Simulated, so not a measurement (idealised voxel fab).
Title: Process Module voxel self aligned vias
Cross-section cut: width 175 nm, square cells of 5 nm.
Throughout this document, each cross-section is represented as a grid of square cells and is presented as a sequence of bands enumerated from the top downward, where a band comprises one or more rows of cells.
It is stipulated that each band's entry specify, in nanometres, the height of the top of the band and then that of its bottom, followed by the materials of the band in left-to-right sequence, each together with its width in nanometres. A single material marked by the word "all across" is understood to fill the band from edge to edge; the word "air" is understood to denote empty space.
Height is counted from the level 0, under which the received wafer is composed throughout of one material. The lowest of the bands is not closed at the bottom but continues downward, in the notation "0 -> down".
Graded width ("30->40"): value in top row of band = first number; value in bottom row = second number; row-to-row change constant.
Reading "everything unchanged" for a step: not a cell of the cross-section changed in it.
If an empty space has no open way to the top and is at least 8 cells in size, "Fully sealed voids" lists it, written width x height at distance, where distance is measured from the left edge and every value is in nm.
Note: text after step settings on the step line = simulator remark on that step.
You can add "overlay nm" to a step's line. For a step with a mask, it describes how far the mask lay to the right of its planned position, and a negative number describes a lay to the left.
**List of planned process steps**
1,op RECEIVE | material Si
2,op CONFORMAL_DEP | material SiO2 | thk nm 15
3,op CONFORMAL_DEP | material SiCN | thk nm 5
4,op DIRECTIONAL_DEP | material SiO2 | thk nm 20
5,op DIRECTIONAL_DEP | material aC | thk nm 15
6,op PATTERN | tone open | mask id LINES | material resist | width nm 30 | pitch nm 70 | thk nm 35 | overlay nm 0
7,op DIRECTIONAL_ETCH | etch materials aC | depth nm 15
8,op STRIP | etch materials resist
9,op DIRECTIONAL_ETCH | etch materials SiO2 | depth nm 20
10,op STRIP | etch materials aC
11,op CONFORMAL_DEP | material TiN | thk nm 5
12,op FILL_DEP | material Ru | thk nm 10
13,op CMP | height nm 40
14,op SELECTIVE_ETCH | etch materials W Ru TiN | depth nm 10
15,op FILL_DEP | material SiN | thk nm 5
16,op CMP | height nm 40
17,op DIRECTIONAL_DEP | material SiO2 | thk nm 15
18,op DIRECTIONAL_DEP | material aC | thk nm 10
19,op PATTERN | tone open | mask id VIAS | material resist | width nm 50 | thk nm 30 | overlay nm 0
20,op DIRECTIONAL_ETCH | etch materials aC | depth nm 10
21,op STRIP | etch materials resist
22,op DIRECTIONAL_ETCH | etch materials SiO2 | depth nm 15
23,op DIRECTIONAL_ETCH | etch materials SiN | depth nm 10
24,op STRIP | etch materials aC
25,op CONFORMAL_DEP | material TiN | thk nm 5
26,op FILL_DEP | material W | thk nm 10
27,op CMP | height nm 55
28,op CONFORMAL_DEP | material SiN | thk nm 5
**The cross-section here shows the wafer as received, i.e. in its state after step 1**
* 0 -> down  Si all across
* Fully sealed voids: none
**Starting structure and process plan are as shown above, but one mistake was made in running the module; the wafer cross-section at the end of the module follows**
* 60 -> 55  SiN all across
* 55 -> 45  SiO2: 25, TiN: 5, W: 40, TiN: 5, SiO2: 100
* 45 -> 40  SiO2: 25, TiN: 10, W: 20, TiN: 20, SiO2: 100
* 40 -> 35  SiO2: 30, TiN: 5, W: 20, TiN: 5, SiO2: 40, SiN: 30, SiO2: 45
* 35 -> 30  SiO2: 30, TiN: 30, SiO2: 40, SiN: 30, SiO2: 45
* 30 -> 25  SiO2: 30, TiN: 5, Ru: 20, TiN: 5, SiO2: 40, TiN: 5, Ru: 20, TiN: 5, SiO2: 45
* 25 -> 20  SiO2: 30, TiN: 30, SiO2: 40, TiN: 30, SiO2: 45
* 20 -> 15  SiCN all across
* 15 -> 0  SiO2 all across
* 0 -> down  Si all across
* Fully sealed voids: none
what went wrong: step 6 was processed under conditions differing from the plan, specifically as op PATTERN | tone open | mask id LINES | material resist | width nm 30 | pitch nm 70 | thk nm 35 | overlay nm -5
